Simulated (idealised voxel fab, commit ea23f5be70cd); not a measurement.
voxel released beams: a process module
Cross-section cut spans 170 nm and uses square cells 5 nm in size.
Cross-section spec: square-cell grid; bands listed top down; each band is one or more rows.
Basically the band line says how high the top is and how high the bottom is, in nm, and then what's in it from left to right, every material with its width in nm. Empty space shows up as "air", and if a single material carries "throughout" it runs the full band edge to edge.
Below 0: as-received wafer, all one material; heights counted from there. Lowest band: no bottom, goes on down, written "0 down".
Width "30 to 40": first value at the band's top row of cells, second value at its bottom row, equal change from row to row.
Basically "nothing was modified" means that step didn't change any cell in the cross-section.
The list in "Closed void listing" covers empty spaces of 8 cells or more that cannot reach the top through any open way, and it gives each as width x height at distance; the distance is from the left edge, and width, height and distance are in nm.
Where a step's line continues beyond its settings, the continuation is a remark by the simulator itself on that step.
"overlay nm" denotes, for a step that has a mask, the displacement of the mask to the right of its planned place, with negative values corresponding to the left.

# Set out below are the planned steps of the process
1) RECEIVE | material Si
2) CONFORMAL_DEP | material SiN | thk nm 5
3) DIRECTIONAL_DEP | material SiO2 | thk nm 20
4) DIRECTIONAL_DEP | material aC | thk nm 15
5) PATTERN | tone open | mask id ANCHOR | material resist | width nm 45 | thk nm 30 | overlay nm 0
6) DIRECTIONAL_ETCH | etch materials aC | depth nm 15
7) STRIP | etch materials resist
8) DIRECTIONAL_ETCH | etch materials SiO2 | depth nm 20
9) STRIP | etch materials aC
10) CONFORMAL_DEP | material polySi | thk nm 15
11) DIRECTIONAL_DEP | material aC | thk nm 10
12) PATTERN | tone cover | mask id BEAM | material resist | width nm 90 | thk nm 25 | overlay nm 0
13) DIRECTIONAL_ETCH | etch materials aC | depth nm 10
14) STRIP | etch materials resist
15) DIRECTIONAL_ETCH | etch materials polySi | depth nm 15
16) STRIP | etch materials aC
17) STRIP | etch materials SiO2

# As received (post step 1): cross-section
> 0 down | Si throughout
> Closed void listing: none

# Wafer cross-section at module end: first of two, run to plan
> 40 to 25 | 35 air | 20 polySi | 15 air | 55 polySi | 45 air
> 25 to 20 | 40 air | 15 polySi | 15 air | 15 polySi | 85 air
> 20 to 5 | 40 air | 45 polySi | 85 air
> 5 to 0 | SiN throughout
> 0 down | Si throughout
> Closed void listing: none

# Now the second wafer, cross-sectioned at the end of the module. Nothing different at the start, nothing different in the plan compared with the first, just one mistake when it was actually run
> 40 to 25 | 55 SiN | 15 air | 100 SiN
> 25 to 20 | 40 SiO2 | 15 SiN | 15 air | 15 SiN | 85 SiO2
> 20 to 5 | 40 SiO2 | 45 SiN | 85 SiO2
> 5 to 0 | SiN throughout
> 0 down | Si throughout
> Closed void listing: none
Diagnosis: step 10 did not use the planned setting and instead ran as CONFORMAL_DEP | material SiN | thk nm 15
Heads up, by the end the second wafer has more or fewer cells of some materials compared to the first: SiN: 126 more; SiO2: 100 more; polySi: 78 fewer
